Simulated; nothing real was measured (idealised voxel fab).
The process module presented herein is designated voxel released beams.
We display cut, a cross-section 165 nm in width whose square cells are each 5 nm.
Square cells in a grid make up a cross-section in this document, and the grid is given as bands, listed from the top down, each one or more rows of cells. It is stipulated that each band's entry specify, in nanometres, the height of the top of the band and then that of its bottom, followed by the materials of the band in left-to-right sequence, each together with its width in nanometres. A single material marked by the word "edge to edge" is understood to fill the band from edge to edge; the word "empty" is understood to denote empty space. Below 0: as-received wafer, all one material; heights counted from there. Lowest band: no bottom, goes on down, written "0 -> down". With a width like "30->40", each row of cells in the band differs from the next by the same amount, the top row carrying the first number and the bottom row the second. No cell of the cross-section changed in a step that is given as "remains unaltered". Enclosed voids (no open way to top), threshold 8 cells or more, entry "Closed empty spaces", notation width x height at distance, distance from left edge, nm. Where a step's line continues beyond its settings, the continuation is a remark by the simulator itself on that step. When a step includes a mask, the "overlay nm" setting on its line states how far to the right of its planned place that mask lay, and negative values state how far to the left.

Intended process steps
- 1: RECEIVE (material Si)
- 2: CONFORMAL_DEP (material SiN; thk nm 5)
- 3: DIRECTIONAL_DEP (material SiO2; thk nm 20)
- 4: DIRECTIONAL_DEP (material aC; thk nm 15)
- 5: PATTERN (tone open; mask id ANCHOR; material resist; width nm 30; thk nm 30; overlay nm 0)
- 6: DIRECTIONAL_ETCH (etch materials aC; depth nm 15)
- 7: STRIP (etch materials resist)
- 8: DIRECTIONAL_ETCH (etch materials SiO2; depth nm 20)
- 9: STRIP (etch materials aC)
- 10: CONFORMAL_DEP (material polySi; thk nm 10)
- 11: PATTERN (tone cover; mask id BEAM; material resist; width nm 75; thk nm 15; overlay nm 0)
- 12: DIRECTIONAL_ETCH (etch materials polySi; depth nm 10)
- 13: STRIP (etch materials resist)
- 14: STRIP (etch materials SiO2)

Step 1 complete: cross-section of the wafer as received
	0 -> down | Si edge to edge
	Closed empty spaces: none

Cross-sectional view of the first of the two wafers upon completion of the module, processed in accordance with the plan
	35 -> 25 | 40 nm empty; 15 nm polySi; 10 nm empty; 50 nm polySi; 50 nm empty
	25 -> 15 | 45 nm empty; 10 nm polySi; 10 nm empty; 10 nm polySi; 90 nm empty
	15 -> 5 | 45 nm empty; 30 nm polySi; 90 nm empty
	5 -> 0 | SiN edge to edge
	0 -> down | Si edge to edge
	Closed empty spaces: none

Cross-section, second wafer: same start as the first, same plan as the first, one mistake in running it; taken at the end of the module
	35 -> 25 | 45 nm empty; 10 nm polySi; 10 nm empty; 45 nm polySi; 55 nm empty
	25 -> 15 | 45 nm empty; 10 nm polySi; 10 nm empty; 10 nm polySi; 90 nm empty
	15 -> 5 | 45 nm empty; 30 nm polySi; 90 nm empty
	5 -> 0 | SiN edge to edge
	0 -> down | Si edge to edge
	Closed empty spaces: none
Short version of what went wrong: in deviation from the planned setting, step 11 was conducted as PATTERN (tone cover; mask id BEAM; material resist; width nm 65; thk nm 15; overlay nm 0)
Bottom line after processing is that, in cells, the second wafer is up or down on some materials versus the first: polySi -4
